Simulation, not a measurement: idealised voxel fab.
The process module presented herein is designated voxel capacitor over wiring.
Cross-sectional view cut (width: 285 nm; square cell size: 5 nm).
Heads up, the way a cross-section reads in here is a grid of square cells, handed over as bands from the top down, with every band being one or more rows of cells.
In this notation a band is specified by the heights of its top and bottom, in that order and in nm, after which its materials appear from left to right, each paired with its width in nm. The word "all across" attached to a single material means that material fills the band from edge to edge; the word "air" stands for empty space.
Measure heights from 0. That's the level where, below it, the as-received wafer is all one material. The lowest band is bottomless and extends downward; write it as in "top 0, no bottom".
A width given as "30..40" starts at the first number in the band's top row and ends at the second number in its bottom row, shifting by an equal amount at every step from row to row.
Take "no alterations made" at face value: in the step it is given for, the cross-section changed in none of its cells.
Basically, "Sealed internal voids" tells you about the enclosed voids: empty spaces with no open way to the top, 8 cells or bigger, each written width x height at distance, where distance is from the left edge, all in nm.
The remark found on a step's line after its settings is issued by the simulator itself and pertains to that step.
"overlay nm" answers the question of how far to the right of plan the mask lay on a step that has a mask, and when it is negative the answer is to the left.
## Process steps - plan
1) RECEIVE (material Si)
2) CONFORMAL_DEP (material SiO2; thk nm 15)
3) CONFORMAL_DEP (material SiCN; thk nm 5)
4) DIRECTIONAL_DEP (material SiO2; thk nm 20)
5) DIRECTIONAL_DEP (material aC; thk nm 10)
6) PATTERN (tone open; mask id METAL_1; material resist; width nm 20; pitch nm 75; thk nm 30; overlay nm 0)
7) DIRECTIONAL_ETCH (etch materials aC; depth nm 10)
8) STRIP (etch materials resist)
9) DIRECTIONAL_ETCH (etch materials SiO2; depth nm 20)
10) DIRECTIONAL_ETCH (etch materials SiCN; depth nm 5)
11) STRIP (etch materials aC)
12) CONFORMAL_DEP (material TiN; thk nm 5)
13) FILL_DEP (material Cu; thk nm 10)
14) CMP (height nm 40)
15) EPI (material Ru; thk nm 5)
16) FILL_DEP (material SiCN; thk nm 5)
17) DIRECTIONAL_DEP (material lowk; thk nm 10)
18) PATTERN (tone open; mask id PLUG_1; material resist; width nm 15; thk nm 15; overlay nm 0)
19) DIRECTIONAL_ETCH (etch materials lowk; depth nm 10)
20) DIRECTIONAL_ETCH (etch materials SiCN; depth nm 5)
21) STRIP (etch materials resist)
22) CONFORMAL_DEP (material TiN; thk nm 5)
23) FILL_DEP (material W; thk nm 5)
24) CMP (height nm 60)
25) DIRECTIONAL_DEP (material TiN; thk nm 5)
26) DIRECTIONAL_DEP (material HfO2; thk nm 5)
27) DIRECTIONAL_DEP (material TiN; thk nm 5)
28) PATTERN (tone cover; mask id UPPER_PLATE; material resist; width nm 60; thk nm 15; overlay nm 0)
29) DIRECTIONAL_ETCH (etch materials TiN; depth nm 5)
30) DIRECTIONAL_ETCH (etch materials HfO2; depth nm 5)
31) STRIP (etch materials resist)
32) MASKED_ETCH (tone cover; mask id LOWER_PLATE; width nm 70; etch materials TiN; depth nm 5; overlay nm 0)
33) FILL_DEP (material SiO2; thk nm 20)
34) CMP (height nm 90)
35) DIRECTIONAL_DEP (material aC; thk nm 10)
36) PATTERN (tone open; mask id PLUG_2; material resist; width nm 15; thk nm 30; overlay nm 0)
37) DIRECTIONAL_ETCH (etch materials aC; depth nm 10)
38) STRIP (etch materials resist)
39) DIRECTIONAL_ETCH (etch materials SiO2; depth nm 15)
40) STRIP (etch materials aC)
41) CONFORMAL_DEP (material TiN; thk nm 5)
42) FILL_DEP (material W; thk nm 5)
43) CMP (height nm 90)
44) CONFORMAL_DEP (material SiN; thk nm 5)
## Cross-section, incoming material, after step 1
	top 0, no bottom  Si all across
	Sealed internal voids: none
## First of two wafers: cross-section at end of module, run per plan
	top 95, bottom 90  SiN all across
	top 90, bottom 80  110 of SiO2, then 5 of TiN, then 5 of W, then 5 of TiN, then 160 of SiO2
	top 80, bottom 70  110..100 of SiO2, then 15..60 of TiN, then 160..125 of SiO2
	top 70, bottom 65  100 of SiO2, then 60 of HfO2, then 125 of SiO2
	top 65, bottom 60  95 of SiO2, then 70 of TiN, then 120 of SiO2
	top 60, bottom 50  100 of lowk, then 5 of TiN, then 5 of W, then 5 of TiN, then 170 of lowk
	top 50, bottom 45  100 of SiCN, then 15 of TiN, then 170 of SiCN
	top 45, bottom 40  90 of SiCN, then 30 of Ru, then 45 of SiCN, then 30 of Ru, then 90 of SiCN
	top 40, bottom 20  95 of SiO2, then 5 of TiN, then 10 of Cu, then 5 of TiN, then 55 of SiO2, then 5 of TiN, then 10 of Cu, then 5 of TiN, then 95 of SiO2
	top 20, bottom 15  95 of SiCN, then 20 of TiN, then 55 of SiCN, then 20 of TiN, then 95 of SiCN
	top 15, bottom 0  SiO2 all across
	top 0, no bottom  Si all across
	Sealed internal voids: none
## What the second wafer looks like in cross-section once the module is done. Its start and its plan matched the first wafer's exactly; what differed was one mistake in how it was run
	top 95, bottom 90  SiN all across
	top 90, bottom 80  110 of SiO2, then 5 of TiN, then 5 of W, then 5 of TiN, then 160 of SiO2
	top 80, bottom 70  110..100 of SiO2, then 15..60 of TiN, then 160..125 of SiO2
	top 70, bottom 65  100 of SiO2, then 60 of HfO2, then 125 of SiO2
	top 65, bottom 60  95 of SiO2, then 70 of TiN, then 120 of SiO2
	top 60, bottom 55  Ru all across
	top 55, bottom 45  Cu all across
	top 45, bottom 40  100 of TiN, then 10 of Cu, then 65 of TiN, then 10 of Cu, then 100 of TiN
	top 40, bottom 20  95 of SiO2, then 5 of TiN, then 10 of Cu, then 5 of TiN, then 55 of SiO2, then 5 of TiN, then 10 of Cu, then 5 of TiN, then 95 of SiO2
	top 20, bottom 15  95 of SiCN, then 20 of TiN, then 55 of SiCN, then 20 of TiN, then 95 of SiCN
	top 15, bottom 0  SiO2 all across
	top 0, no bottom  Si all across
	Sealed internal voids: none
Deviation noted in wafer processing: step 14 of the plan was jumped over and never run
Heads up, by the end the second wafer has more or fewer cells of some materials compared to the first: Cu: 118 more; Ru: 45 more; SiCN: 99 fewer; TiN: 46 more; W: 2 fewer; lowk: 108 fewer
